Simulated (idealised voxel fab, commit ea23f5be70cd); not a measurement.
voxel quadruple lines: a process module
Cross-section cut spans 280 nm and uses square cells 5 nm in size.
Each cross-section below is a grid of square cells, stated as bands in top-down order, with one or more rows of cells making up each band. A band entry consists of two parts. The first gives the height of the band's top and the height of its bottom, in nm. The rest lists the band's materials from left to right, each with its width in nm. A single material labelled with the word "throughout" fills the band from edge to edge, and the word "empty" marks empty space. Height is counted from the level 0, under which the received wafer is composed throughout of one material. The lowest of the bands is not closed at the bottom but continues downward, in the notation "from 0 down". Quick explanation for "30->40": the width changes in equal steps down the rows of cells, from the first number in the band's top row to the second number in its bottom row. You'll sometimes find "no modifications" written for a step, and that's the way of saying that nowhere in the cross-section did a cell change during that step. "Entrapped voids" contains a list of empty spaces, each no smaller than 8 cells and without an open way to the top, written in the form width x height at distance with the distance from the left edge and all three in nm. Whatever follows a step's settings on its line is a remark the simulator itself makes about that step. Regarding "overlay nm": on a step with a mask, it is the distance the mask lay to the right of its planned place; a negative value places it to the left.

## Here's what the planned process steps look like
- 1: RECEIVE (material Si)
- 2: CONFORMAL_DEP (material SiO2; thk nm 5)
- 3: DIRECTIONAL_DEP (material W; thk nm 10)
- 4: DIRECTIONAL_DEP (material polySi; thk nm 15)
- 5: DIRECTIONAL_DEP (material aC; thk nm 25)
- 6: PATTERN (tone cover; mask id MANDREL; material resist; width nm 30; thk nm 35; overlay nm 0)
- 7: DIRECTIONAL_ETCH (etch materials aC; depth nm 25)
- 8: STRIP (etch materials resist)
- 9: CONFORMAL_DEP (material SiO2; thk nm 10)
- 10: DIRECTIONAL_ETCH (etch materials SiO2; depth nm 10)
- 11: STRIP (etch materials aC)
- 12: DIRECTIONAL_ETCH (etch materials polySi; depth nm 15)
- 13: STRIP (etch materials SiO2)
- 14: CONFORMAL_DEP (material SiN; thk nm 10)
- 15: DIRECTIONAL_ETCH (etch materials SiN; depth nm 10)
- 16: STRIP (etch materials polySi)
- 17: DIRECTIONAL_ETCH (etch materials W; depth nm 10)
- 18: STRIP (etch materials SiN)

## Cross-section of the wafer upon arrival, representing the state reached after step 1
  from 0 down = Si throughout
  Entrapped voids: none

## Cross-sectional result after module completion. Note: starting condition and plan are unchanged from above; one processing mistake was made
  from 15 to 5 = 110 empty  10 W  5 empty  10 W  10 empty  10 W  5 empty  10 W  110 empty
  from 5 to 0 = SiO2 throughout
  from 0 down = Si throughout
  Entrapped voids: none
What was done differently from what was planned? so step 9 ended up running with a different setting than we planned, it ran as CONFORMAL_DEP (material SiO2; thk nm 5)
